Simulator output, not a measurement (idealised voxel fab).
process module | voxel self aligned contacts
cross-section cut | 225 nm wide | cells 5 nm
A cross-section is a grid of square cells, given in bands from the top down. A band is one or more rows of cells.
Each band's line starts with the height of the band's top and of its bottom, in nm. Then come its materials from left to right, each with its width in nm. One material with "throughout" fills the band from edge to edge. "air" is empty space.
Height 0 is the level under which the wafer as received is all one material. The lowest band goes on downwards, as in "0 down".
A width such as "30 to 40" changes by the same amount from each row of cells to the next, from the band's top row to its bottom row.
"no change" after a step means that no cell of the cross-section changed.
closed voids: empty space of 8 cells or more with no open way to the top, each as width x height at its distance from the left edge, in nm
after a step's settings: what the simulator itself notes on the step
overlay nm, on a step with a mask: how far to the right of its planned place the mask lay; to the left if negative
plan
1 op RECEIVE | material Si
2 op OXIDIZE | depth nm 5
3 op DIRECTIONAL_DEP | material polySi | thk nm 30
4 op DIRECTIONAL_DEP | material SiN | thk nm 25
5 op MASKED_ETCH | tone cover | mask id GATE | width nm 30 | pitch nm 75 | etch materials SiN | depth nm 25 | overlay nm 0
6 op MASKED_ETCH | tone cover | mask id GATE | width nm 30 | pitch nm 75 | etch materials polySi | depth nm 30 | overlay nm 0
7 op CONFORMAL_DEP | material SiN | thk nm 10
8 op DIRECTIONAL_ETCH | etch materials SiN | depth nm 10
9 op FILL_DEP | material SiO2 | thk nm 10
10 op CMP | height nm 60
11 op PATTERN | tone open | mask id CONTACT | material resist | width nm 55 | pitch nm 75 | thk nm 15 | overlay nm 0
12 op DIRECTIONAL_ETCH | etch materials SiO2 | depth nm 65
13 op STRIP | etch materials resist
14 op CONFORMAL_DEP | material TiN | thk nm 5
15 op FILL_DEP | material Ru | thk nm 5
16 op CMP | height nm 60
17 op CONFORMAL_DEP | material SiCN | thk nm 5
first wafer, as planned
as received, after step 1
  0 down: Si throughout
  closed voids: none
after step 2
  0 to -5: SiO2 throughout
  below -5: unchanged
after step 3
  30 to 0: polySi throughout
  below 0: unchanged
after step 4
  55 to 30: SiN throughout
  below 30: unchanged
after step 5
  55 to 30: air 20 | SiN 30 | air 45 | SiN 30 | air 45 | SiN 30 | air 25
  below 30: unchanged
after step 6
  55 to 30: air 20 | SiN 30 | air 45 | SiN 30 | air 45 | SiN 30 | air 25
  30 to 0: air 20 | polySi 30 | air 45 | polySi 30 | air 45 | polySi 30 | air 25
  below 0: unchanged
after step 7
  65 to 30: air 10 | SiN 50 | air 25 | SiN 50 | air 25 | SiN 50 | air 15
  30 to 10: air 10 | SiN 10 | polySi 30 | SiN 10 | air 25 | SiN 10 | polySi 30 | SiN 10 | air 25 | SiN 10 | polySi 30 | SiN 10 | air 15
  10 to 0: SiN 20 | polySi 30 | SiN 45 | polySi 30 | SiN 45 | polySi 30 | SiN 25
  below 0: unchanged
after step 8
  55 to 30: air 10 | SiN 50 | air 25 | SiN 50 | air 25 | SiN 50 | air 15
  30 to 0: air 10 | SiN 10 | polySi 30 | SiN 10 | air 25 | SiN 10 | polySi 30 | SiN 10 | air 25 | SiN 10 | polySi 30 | SiN 10 | air 15
  below 0: unchanged
after step 9
  65 to 55: SiO2 throughout
  55 to 30: SiO2 10 | SiN 50 | SiO2 25 | SiN 50 | SiO2 25 | SiN 50 | SiO2 15
  30 to 0: SiO2 10 | SiN 10 | polySi 30 | SiN 10 | SiO2 25 | SiN 10 | polySi 30 | SiN 10 | SiO2 25 | SiN 10 | polySi 30 | SiN 10 | SiO2 15
  below 0: unchanged
after step 10
  60 to 55: SiO2 throughout
  below 55: unchanged
after step 11
  75 to 60: resist 45 | air 55 | resist 20 | air 55 | resist 50
  below 60: unchanged
after step 12
  75 to 60: resist 45 | air 55 | resist 20 | air 55 | resist 50
  60 to 55: SiO2 45 | air 55 | SiO2 20 | air 55 | SiO2 50
  55 to 30: SiO2 10 | SiN 50 | air 25 | SiN 50 | air 25 | SiN 50 | SiO2 15
  30 to 0: SiO2 10 | SiN 10 | polySi 30 | SiN 10 | air 25 | SiN 10 | polySi 30 | SiN 10 | air 25 | SiN 10 | polySi 30 | SiN 10 | SiO2 15
  0 to -5: SiO2 60 | air 25 | SiO2 50 | air 25 | SiO2 65
  below -5: unchanged
after step 13
  60 to 55: SiO2 45 | air 55 | SiO2 20 | air 55 | SiO2 50
  below 55: unchanged
after step 14
  65 to 60: TiN 50 | air 45 | TiN 30 | air 45 | TiN 55
  60 to 55: SiO2 45 | TiN 20 | air 15 | TiN 20 | SiO2 20 | TiN 20 | air 15 | TiN 20 | SiO2 50
  55 to 30: SiO2 10 | SiN 50 | TiN 5 | air 15 | TiN 5 | SiN 50 | TiN 5 | air 15 | TiN 5 | SiN 50 | SiO2 15
  30 to 0: SiO2 10 | SiN 10 | polySi 30 | SiN 10 | TiN 5 | air 15 | TiN 5 | SiN 10 | polySi 30 | SiN 10 | TiN 5 | air 15 | TiN 5 | SiN 10 | polySi 30 | SiN 10 | SiO2 15
  0 to -5: SiO2 60 | TiN 25 | SiO2 50 | TiN 25 | SiO2 65
  below -5: unchanged
after step 15
  70 to 65: Ru throughout
  65 to 60: TiN 50 | Ru 45 | TiN 30 | Ru 45 | TiN 55
  60 to 55: SiO2 45 | TiN 20 | Ru 15 | TiN 20 | SiO2 20 | TiN 20 | Ru 15 | TiN 20 | SiO2 50
  55 to 30: SiO2 10 | SiN 50 | TiN 5 | Ru 15 | TiN 5 | SiN 50 | TiN 5 | Ru 15 | TiN 5 | SiN 50 | SiO2 15
  30 to 0: SiO2 10 | SiN 10 | polySi 30 | SiN 10 | TiN 5 | Ru 15 | TiN 5 | SiN 10 | polySi 30 | SiN 10 | TiN 5 | Ru 15 | TiN 5 | SiN 10 | polySi 30 | SiN 10 | SiO2 15
  below 0: unchanged
after step 16
  60 to 55: SiO2 45 | TiN 20 | Ru 15 | TiN 20 | SiO2 20 | TiN 20 | Ru 15 | TiN 20 | SiO2 50
  below 55: unchanged
after step 17
  65 to 60: SiCN throughout
  below 60: unchanged
second wafer: like start, like plan, one mistake. Through step 3 it matches the first wafer
when step 4 should have ended
  80 to 30: SiN throughout
  below 30: unchanged
when step 5 should have ended
  80 to 55: air 20 | SiN 30 | air 45 | SiN 30 | air 45 | SiN 30 | air 25
  below 55: unchanged
when step 6 should have ended: no change
when step 7 should have ended
  90 to 65: air 10 | SiN 50 | air 25 | SiN 50 | air 25 | SiN 50 | air 15
  65 to 30: SiN throughout
  below 30: unchanged
when step 8 should have ended
  80 to 55: air 10 | SiN 50 | air 25 | SiN 50 | air 25 | SiN 50 | air 15
  below 55: unchanged
when step 9 should have ended
  90 to 80: SiO2 throughout
  80 to 55: SiO2 10 | SiN 50 | SiO2 25 | SiN 50 | SiO2 25 | SiN 50 | SiO2 15
  below 55: unchanged
when step 10 should have ended
  60 to 55: SiO2 10 | SiN 50 | SiO2 25 | SiN 50 | SiO2 25 | SiN 50 | SiO2 15
  below 55: unchanged
when step 11 should have ended
  75 to 60: resist 45 | air 55 | resist 20 | air 55 | resist 50
  below 60: unchanged
when step 12 should have ended
  75 to 60: resist 45 | air 55 | resist 20 | air 55 | resist 50
  60 to 55: SiO2 10 | SiN 50 | air 25 | SiN 50 | air 25 | SiN 50 | SiO2 15
  below 55: unchanged
when step 13 should have ended
  60 to 55: SiO2 10 | SiN 50 | air 25 | SiN 50 | air 25 | SiN 50 | SiO2 15
  below 55: unchanged
when step 14 should have ended
  65 to 60: TiN 65 | air 15 | TiN 60 | air 15 | TiN 70
  60 to 55: SiO2 10 | SiN 50 | TiN 25 | SiN 50 | TiN 25 | SiN 50 | SiO2 15
  below 55: unchanged
when step 15 should have ended
  70 to 65: Ru throughout
  65 to 60: TiN 65 | Ru 15 | TiN 60 | Ru 15 | TiN 70
  below 60: unchanged
when step 16 should have ended
  60 to 55: SiO2 10 | SiN 50 | TiN 25 | SiN 50 | TiN 25 | SiN 50 | SiO2 15
  below 55: unchanged
when step 17 should have ended
  65 to 60: SiCN throughout
  below 60: unchanged
what went wrong: step 4 was run twice
at the end the second wafer has, in cells: 72 fewer of Ru | 33 more of SiN | 63 fewer of SiO2 | 60 fewer of TiN | 162 more of polySi
